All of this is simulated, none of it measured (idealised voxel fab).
process module | voxel tone inversion
Square cells of 5 nm make up the cross-section cut, whose width is 225 nm.
The cross-sections in this document take the form of a grid made of square cells. They are written out as bands, in order from top to bottom. Each band consists of one or more rows of cells. Per band: top height and bottom height in nm, followed by the left-to-right materials and their widths in nm; "full width" marks a single material spanning edge to edge, "blank" marks empty space. Heights are measured from 0, the level below which the as-received wafer is all one material; the lowest band has no bottom and continues downward, written as in "z 0 and below". Quick explanation for "30..40": the width changes in equal steps down the rows of cells, from the first number in the band's top row to the second number in its bottom row. "nothing changed" (step): cross-section cells unchanged, all of them. "Sealed cavities" specifies each empty space that is not open to the top and that occupies no fewer than 8 cells, using the form width x height at distance, the distance measured from the left edge and all three quantities in nm. Anything after a step's settings on that line? It's the simulator's own note about the step. On any step carrying a mask, the "overlay nm" setting, if present on the step's line, tells how far right of its planned place the mask lay; negative values point to the left.

-- Process steps - plan
step 1: RECEIVE (material Si)
step 2: CONFORMAL_DEP (material SiN; thk nm 5)
step 3: DIRECTIONAL_DEP (material polySi; thk nm 20)
step 4: PATTERN (tone cover; mask id POSTS; material resist; width nm 15; pitch nm 40; thk nm 30; overlay nm 0)
step 5: DIRECTIONAL_ETCH (etch materials polySi; depth nm 20)
step 6: STRIP (etch materials resist)
step 7: FILL_DEP (material lowk; thk nm 10)
step 8: CMP (height nm 25)
step 9: STRIP (etch materials polySi)
Among the wafers covered here, the point of difference is the width nm at step 4; their starting state is shared, and the plan presents the value of the first wafer.

-- Cross-section of the first of several wafers as received (after step 1)
- z 0 and below: Si full width
- Sealed cavities: none

-- first wafer at the end, after step 9
- z 25 to 5: lowk (45)  blank (15)  lowk (25)  blank (15)  lowk (25)  blank (15)  lowk (25)  blank (15)  lowk (45)
- z 5 to 0: SiN full width
- z 0 and below: Si full width
- Sealed cavities: none

-- End of module, last wafer sectioned
- z 25 to 5: lowk (40)  blank (25)  lowk (15)  blank (25)  lowk (15)  blank (25)  lowk (15)  blank (25)  lowk (40)
- z 5 to 0: SiN full width
- z 0 and below: Si full width
- Sealed cavities: none

-- Heads up, this table goes wafer by wafer. A row tells you, at the end of the module, how many cells of each material that wafer has put on (+) or dropped (-) since it was received, and then its closed voids
width nm 15; +45 SiN; +132 lowk; Sealed cavities: none
width nm 20; +45 SiN; +116 lowk; Sealed cavities: none
width nm 25; +45 SiN; +100 lowk; Sealed cavities: none
